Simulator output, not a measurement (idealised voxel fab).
The process module that follows is named voxel tone inversion.
In the cross-section labelled cut, the width is 230 nm and each square cell is 5 nm.
Cross-section layout: square cells on a grid; listed as bands, top to bottom; a band spans one or more cell rows.
Heads up on the band format: heights come first, top then bottom, in nm. After that it's the materials left to right, each with its width in nm. A single material flagged "everywhere" fills the whole band edge to edge, and "empty" means there's empty space there.
Convention: height 0 is the level below which the wafer, as received, is all one material. The lowest band does not terminate at the bottom but continues downward, represented as "0..down".
Quick explanation for "30 to 40": the width changes in equal steps down the rows of cells, from the first number in the band's top row to the second number in its bottom row.
"nothing different" (step): cross-section cells unchanged, all of them.
So "Tabulated closed voids" is basically the list of trapped voids: any empty space of 8 cells or more that can't reach the top through an opening. They're written width x height at distance, the distance being from the left edge, and it's all nm.
Whatever follows a step's settings on its line is a remark the simulator itself makes about that step.
overlay nm, on a step with a mask: how far to the right of its planned place the mask lay; to the left if negative

# The following list gives the planned process steps
1,RECEIVE, material Si
2,CONFORMAL_DEP, material SiCN, thk nm 10
3,DIRECTIONAL_DEP, material aC, thk nm 25
4,PATTERN, tone cover, mask id POSTS, material resist, width nm 20, pitch nm 35, thk nm 30, overlay nm 0
5,DIRECTIONAL_ETCH, etch materials aC, depth nm 25
6,STRIP, etch materials resist
7,FILL_DEP, material SiO2, thk nm 10
8,CMP, height nm 35
9,STRIP, etch materials aC

# Cross-section of the incoming wafer, state after step 1
* 0..down: Si everywhere
* Tabulated closed voids: none

# This is how the wafer looks in cross-section once the module is done, given the starting state and plan above and one mistake in carrying the plan out
* 35..10: SiO2=65 | empty=20 | SiO2=15 | empty=20 | SiO2=15 | empty=20 | SiO2=75
* 10..0: SiCN everywhere
* 0..down: Si everywhere
* Tabulated closed voids: none
The plan and the run diverged here: step 4 did not use the planned setting and instead ran as PATTERN, tone cover, mask id POSTS, material resist, width nm 20, pitch nm 35, thk nm 30, overlay nm -5
